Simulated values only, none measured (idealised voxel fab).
The document below concerns the process module designated voxel air gaps.
cross-section cut | 230 nm wide | cells 5 nm
A cross-section in this document is a grid of square cells, and it is written down as bands, the top band listed before the ones below it; a band is made up of one or more rows of cells.
Look at the band entry: it leads with the top's height and the bottom's height in nm. Then it lists the materials left to right, with a width in nm for each. The word "edge to edge" on a single material says that material fills the band edge to edge. The word "air" is empty space.
We count height from 0. Below that, the starting wafer is all one material. The lowest band never ends at the bottom but goes on down; see "0 down" for how that is written.
Note: "30..40" means the width goes from the first number (top row of the band) to the second number (bottom row) in equal steps per row of cells.
Step marked "nothing different"? Then no cell in the cross-section changed in it.
Entry "Closed empty spaces" = empty spaces >= 8 cells with no open way to the top; each as width x height at distance, distance from left edge, all nm.
Heads up: the bit after the settings on a step's line is the simulator's remark on that step.
overlay nm: where the mask lay relative to plan, measured to the right, on steps with a mask; negatives go left.

**The steps planned for the process are as follows**
| 1 | RECEIVE | material Si |
| 2 | CONFORMAL_DEP | material SiO2 | thk nm 10 |
| 3 | CONFORMAL_DEP | material SiN | thk nm 5 |
| 4 | DIRECTIONAL_DEP | material lowk | thk nm 40 |
| 5 | PATTERN | tone open | mask id LINES | material resist | width nm 20 | pitch nm 45 | thk nm 20 | overlay nm 0 |
| 6 | DIRECTIONAL_ETCH | etch materials lowk | depth nm 40 |
| 7 | STRIP | etch materials resist |
| 8 | CONFORMAL_DEP | material TiN | thk nm 5 |
| 9 | FILL_DEP | material Ru | thk nm 5 |
| 10 | CMP | height nm 55 |
| 11 | EPI | material Ru | thk nm 10 |
| 12 | SELECTIVE_ETCH | etch materials lowk | depth nm 50 |
| 13 | CONFORMAL_DEP | material SiCN | thk nm 5 |

**Wafer as received: cross-section following step 1**
    0 down | Si edge to edge
    Closed empty spaces: none

**Starting structure and process plan are as shown above, but one mistake was made in running the module; the wafer cross-section at the end of the module follows**
    70 to 65 | SiCN edge to edge
    65 to 55 | Ru edge to edge
    55 to 20 | Ru 30, TiN 5, lowk 20, TiN 5, Ru 15, TiN 5, lowk 20, TiN 5, Ru 15, TiN 5, lowk 20, TiN 5, Ru 15, TiN 5, lowk 20, TiN 5, Ru 35
    20 to 15 | TiN 35, lowk 20, TiN 25, lowk 20, TiN 25, lowk 20, TiN 25, lowk 20, TiN 40
    15 to 10 | SiN edge to edge
    10 to 0 | SiO2 edge to edge
    0 down | Si edge to edge
    Closed empty spaces: none
Finding, execution versus plan: step 5 did not use the planned setting and instead ran as PATTERN | tone cover | mask id LINES | material resist | width nm 20 | pitch nm 45 | thk nm 20 | overlay nm 0
